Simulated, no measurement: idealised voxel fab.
You're looking at the process module voxel self aligned vias.
The cross-section on display is named cut; it measures 240 nm wide, and its cells are 5 nm squares.
A cross-section is written here as square cells arranged in a grid, and it is given in bands from the top down, each band taking up one or more rows of cells. What a band's entry tells you: where the top is and where the bottom is, as heights in nm, and after that what lies inside, material by material from left to right, each with its width in nm. Empty space is written as the word "air", and a single material marked with the word "everywhere" occupies the band from edge to edge. Beneath 0, the wafer as received is one material, and that level is where height counting begins. The lowest band goes on downward without a bottom; it is written like "0 nm and below". Think of "30..40" as a width that walks from the first number to the second as you go down the band, top row to bottom row, taking equal-sized steps from row to row. "everything unchanged" -> step changed no cross-section cell. "Closed void catalog" means: voids of 8 cells or more that are shut off from the top with no open way through. Written width x height at distance, distance from the left edge, in nm. On a step's line, text after the settings is the simulator commenting on that step. "overlay nm" answers the question of how far to the right of plan the mask lay on a step that has a mask, and when it is negative the answer is to the left.
# Process steps (planned)
step 1: RECEIVE: material Si
step 2: CONFORMAL_DEP: material SiO2, thk nm 10
step 3: CONFORMAL_DEP: material SiCN, thk nm 5
step 4: DIRECTIONAL_DEP: material SiO2, thk nm 20
step 5: PATTERN: tone open, mask id LINES, material resist, width nm 25, pitch nm 60, thk nm 20, overlay nm 0
step 6: DIRECTIONAL_ETCH: etch materials SiO2, depth nm 20
step 7: STRIP: etch materials resist
step 8: CONFORMAL_DEP: material TiN, thk nm 5
step 9: FILL_DEP: material W, thk nm 10
step 10: CMP: height nm 35
step 11: SELECTIVE_ETCH: etch materials W Ru TiN, depth nm 10
step 12: FILL_DEP: material SiN, thk nm 10
step 13: CMP: height nm 35
step 14: DIRECTIONAL_DEP: material SiO2, thk nm 20
step 15: DIRECTIONAL_DEP: material aC, thk nm 15
step 16: PATTERN: tone open, mask id VIAS, material resist, width nm 35, thk nm 35, overlay nm 0
step 17: DIRECTIONAL_ETCH: etch materials aC, depth nm 15
step 18: STRIP: etch materials resist
step 19: DIRECTIONAL_ETCH: etch materials SiO2, depth nm 20
step 20: DIRECTIONAL_ETCH: etch materials SiN, depth nm 10
step 21: STRIP: etch materials aC
step 22: CONFORMAL_DEP: material TiN, thk nm 5
step 23: FILL_DEP: material Ru, thk nm 10
step 24: CMP: height nm 55
step 25: CONFORMAL_DEP: material SiN, thk nm 5
# Here's what the wafer looked like in cross-section when it arrived - that's after step 1
	0 nm and below = Si everywhere
	Closed void catalog: none
# Below is the wafer in cross-section after the module was completed. It began from the starting point shown above and followed the plan shown above, except that one mistake was made while running it
	60 nm to 55 nm = SiN everywhere
	55 nm to 35 nm = 75 SiO2  5 TiN  15 Ru  5 TiN  140 SiO2
	35 nm to 30 nm = 75 SiO2  5 TiN  15 Ru  5 TiN  35 SiO2  25 SiN  80 SiO2
	30 nm to 25 nm = 75 SiO2  25 TiN  35 SiO2  25 SiN  80 SiO2
	25 nm to 20 nm = 75 SiO2  5 TiN  15 W  5 TiN  35 SiO2  5 TiN  15 W  5 TiN  80 SiO2
	20 nm to 15 nm = 75 SiO2  25 TiN  35 SiO2  25 TiN  80 SiO2
	15 nm to 10 nm = SiCN everywhere
	10 nm to 0 nm = SiO2 everywhere
	0 nm and below = Si everywhere
	Closed void catalog: none
Against the plan, the run slipped here: in deviation from the planned setting, step 16 was conducted as PATTERN: tone open, mask id VIAS, material resist, width nm 25, thk nm 35, overlay nm 0
